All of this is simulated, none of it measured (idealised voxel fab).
Module name: voxel double patterning (process module)
Xsec cut, 300 nm wide, square cell size 5 nm.
Each cross-section below is a grid of square cells, stated as bands in top-down order, with one or more rows of cells making up each band. First you get the band's top height and its bottom height, in nm, and then the materials it's made of, left to right, with each width in nm. If you see a single material with "throughout", that one covers the band edge to edge. "empty" is empty space. Heights are reckoned from 0. Under this level, the received wafer is all of one material. The bottommost band is open-ended downward, for example "0..down". A width such as "30->40" changes by the same amount from each row of cells to the next, from the band's top row to its bottom row. Given "no alterations made" for a step, no cell of the cross-section differs between before and after that step. "Closed void entries": sealed empty spaces, 8 cells or more, no open way to top, listed width x height at distance, with distance from the left edge and width, height and distance in nm. Read whatever lies past the settings on a step's line as the simulator's own remark about the step. Steps that use a mask can have "overlay nm" on their line. It says how far the mask sat to the right of where it was meant to be. Negative means to the left.

**Planned process steps**
step 1: RECEIVE with material Si
step 2: CONFORMAL_DEP with material SiO2, thk nm 10
step 3: DIRECTIONAL_DEP with material TiN, thk nm 15
step 4: DIRECTIONAL_DEP with material SiCN, thk nm 5
step 5: DIRECTIONAL_DEP with material aC, thk nm 10
step 6: PATTERN with tone open, mask id FIRST, material resist, width nm 15, pitch nm 50, thk nm 30, overlay nm 0
step 7: DIRECTIONAL_ETCH with etch materials aC, depth nm 10
step 8: STRIP with etch materials resist
step 9: DIRECTIONAL_ETCH with etch materials SiCN, depth nm 5
step 10: STRIP with etch materials aC
step 11: MASKED_ETCH with tone open, mask id SECOND, width nm 15, pitch nm 50, etch materials SiCN, depth nm 5, overlay nm 0
step 12: DIRECTIONAL_ETCH with etch materials TiN, depth nm 15
step 13: STRIP with etch materials SiCN

**This is the cross-section of the wafer as we received it, i.e. after step 1**
- 0..down | Si throughout
- Closed void entries: none

**What the wafer looks like in cross-section after this module, when it starts as shown above and follows the plan above but one mistake is made in running it**
- 15..0 | 90 TiN / 15 empty / 10 TiN / 15 empty / 10 TiN / 15 empty / 10 TiN / 15 empty / 10 TiN / 15 empty / 95 TiN
- 0..down | Si throughout
- Closed void entries: none
Short version of what went wrong: execution of step 2 of the plan did not take place, the step having been omitted
